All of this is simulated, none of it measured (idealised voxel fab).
process module | voxel air gaps
cross-section cut | 210 nm wide | cells 5 nm
A cross-section is a grid of square cells, given in bands from the top down. A band is one or more rows of cells.
Each band's line starts with the height of the band's top and of its bottom, in nm. Then come its materials from left to right, each with its width in nm. One material with "throughout" fills the band from edge to edge. "air" is empty space.
Height 0 is the level under which the wafer as received is all one material. The lowest band goes on downwards, as in "0 down".
A width such as "30 to 40" changes by the same amount from each row of cells to the next, from the band's top row to its bottom row.
"no change" after a step means that no cell of the cross-section changed.
closed voids: empty space of 8 cells or more with no open way to the top, each as width x height at its distance from the left edge, in nm
after a step's settings: what the simulator itself notes on the step
overlay nm, on a step with a mask: how far to the right of its planned place the mask lay; to the left if negative
plan
1 op RECEIVE | material Si
2 op CONFORMAL_DEP | material SiO2 | thk nm 15
3 op CONFORMAL_DEP | material SiCN | thk nm 5
4 op DIRECTIONAL_DEP | material SiO2 | thk nm 30
5 op DIRECTIONAL_DEP | material aC | thk nm 10
6 op PATTERN | tone open | mask id LINES | material resist | width nm 20 | pitch nm 50 | thk nm 30 | overlay nm 0
7 op DIRECTIONAL_ETCH | etch materials aC | depth nm 10
8 op STRIP | etch materials resist
9 op DIRECTIONAL_ETCH | etch materials SiO2 | depth nm 30
10 op STRIP | etch materials aC
11 op CONFORMAL_DEP | material TiN | thk nm 5
12 op FILL_DEP | material W | thk nm 5
13 op CMP | height nm 50
14 op EPI | material Ru | thk nm 10
15 op SELECTIVE_ETCH | etch materials SiO2 | depth nm 40
16 op CONFORMAL_DEP | material SiCN | thk nm 5
as received, after step 1
  0 down: Si throughout
  closed voids: none
first wafer at the end, as planned
  65 to 60: air 5 | SiCN 200 | air 5
  60 to 50: air 5 | SiCN 5 | Ru 40 | SiCN 10 | Ru 40 | SiCN 10 | Ru 40 | SiCN 10 | Ru 40 | SiCN 5 | air 5
  50 to 45: air 5 | SiCN 15 | TiN 5 | W 10 | TiN 5 | SiCN 30 | TiN 5 | W 10 | TiN 5 | SiCN 30 | TiN 5 | W 10 | TiN 5 | SiCN 30 | TiN 5 | W 10 | TiN 5 | SiCN 15 | air 5
  45 to 25: air 15 | SiCN 5 | TiN 5 | W 10 | TiN 5 | SiCN 5 | air 20 | SiCN 5 | TiN 5 | W 10 | TiN 5 | SiCN 5 | air 20 | SiCN 5 | TiN 5 | W 10 | TiN 5 | SiCN 5 | air 20 | SiCN 5 | TiN 5 | W 10 | TiN 5 | SiCN 5 | air 15
  25 to 20: SiCN 20 | TiN 20 | SiCN 30 | TiN 20 | SiCN 30 | TiN 20 | SiCN 30 | TiN 20 | SiCN 20
  20 to 15: SiCN throughout
  15 to 0: SiO2 throughout
  0 down: Si throughout
  closed voids: 20 x 20 at 45; 20 x 20 at 95; 20 x 20 at 145
second wafer at the end: like start, like plan, one mistake
  65 to 60: air 5 | SiCN 200 | air 5
  60 to 50: air 5 | SiCN 5 | Ru 40 | SiCN 10 | Ru 40 | SiCN 10 | Ru 40 | SiCN 10 | Ru 40 | SiCN 5 | air 5
  50 to 45: air 5 | SiCN 15 | TiN 5 | SiCN 10 | TiN 5 | SiCN 30 | TiN 5 | SiCN 10 | TiN 5 | SiCN 30 | TiN 5 | SiCN 10 | TiN 5 | SiCN 30 | TiN 5 | SiCN 10 | TiN 5 | SiCN 15 | air 5
  45 to 25: air 15 | SiCN 5 | TiN 5 | SiCN 10 | TiN 5 | SiCN 5 | air 20 | SiCN 5 | TiN 5 | SiCN 10 | TiN 5 | SiCN 5 | air 20 | SiCN 5 | TiN 5 | SiCN 10 | TiN 5 | SiCN 5 | air 20 | SiCN 5 | TiN 5 | SiCN 10 | TiN 5 | SiCN 5 | air 15
  25 to 20: SiCN 20 | TiN 20 | SiCN 30 | TiN 20 | SiCN 30 | TiN 20 | SiCN 30 | TiN 20 | SiCN 20
  20 to 15: SiCN throughout
  15 to 0: SiO2 throughout
  0 down: Si throughout
  closed voids: 20 x 20 at 45; 20 x 20 at 95; 20 x 20 at 145
what went wrong: step 12 ran as: op FILL_DEP | material SiCN | thk nm 5
at the end the second wafer has, in cells: 40 more of SiCN | 40 fewer of W
